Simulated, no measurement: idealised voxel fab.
Proc. module: voxel tone inversion
Pictured: cross-section cut, 265 nm wide, on a grid of 5 nm square cells.
Square cells in a grid make up a cross-section in this document, and the grid is given as bands, listed from the top down, each one or more rows of cells.
Heights first: top, then bottom, in nm. Then materials, left to right, each with a width in nm. "throughout" on a single material: fills the band edge to edge. "blank": empty space.
It should be noted that heights are counted from 0, beneath which the wafer as supplied is of one material throughout, and that the lowest band possesses no lower boundary but continues downward, as written in "from 0 down".
The expression "30->40" gives the width at the extremes of the band, the first number at its top row of cells and the second at its bottom row, with the width changing by equal amounts from each row to the next in between.
The cross-section has no changed cell in any step marked "remained unchanged".
You'll see "Voids lacking openings" listing empty spaces that have no way open to the top, as long as they're 8 cells or more; the notation is width x height at distance, where the distance is from the left edge, and all of it is in nm.
It should be noted that, on the line of a given step, the content following the step's settings is a remark produced by the simulator itself with respect to that step.
overlay nm: where the mask lay relative to plan, measured to the right, on steps with a mask; negatives go left.
## Listed below are the process steps as planned
step 1: op RECEIVE | material Si
step 2: op CONFORMAL_DEP | material SiCN | thk nm 10
step 3: op DIRECTIONAL_DEP | material polySi | thk nm 25
step 4: op PATTERN | tone cover | mask id POSTS | material resist | width nm 25 | pitch nm 40 | thk nm 35 | overlay nm 0
step 5: op DIRECTIONAL_ETCH | etch materials polySi | depth nm 15
step 6: op STRIP | etch materials resist
step 7: op FILL_DEP | material SiO2 | thk nm 10
step 8: op CMP | height nm 35
step 9: op STRIP | etch materials polySi
Wafer-to-wafer difference: depth nm, step 5. Common start. Plan = first wafer's value.
## Cross-section, first of several wafers, as delivered after step 1
from 0 down  Si throughout
Voids lacking openings: none
## Per wafer, end of module: cells gained (+) or lost (-) per material since receipt, then closed voids
depth nm 15, +106 SiCN, Voids lacking openings: none
depth nm 20, +106 SiCN, Voids lacking openings: none
depth nm 25, +106 SiCN, +190 SiO2, Voids lacking openings: none
depth nm 30, +106 SiCN, +190 SiO2, Voids lacking openings: none
depth nm 35, +106 SiCN, +190 SiO2, Voids lacking openings: none
depth nm 40, +106 SiCN, +190 SiO2, Voids lacking openings: none
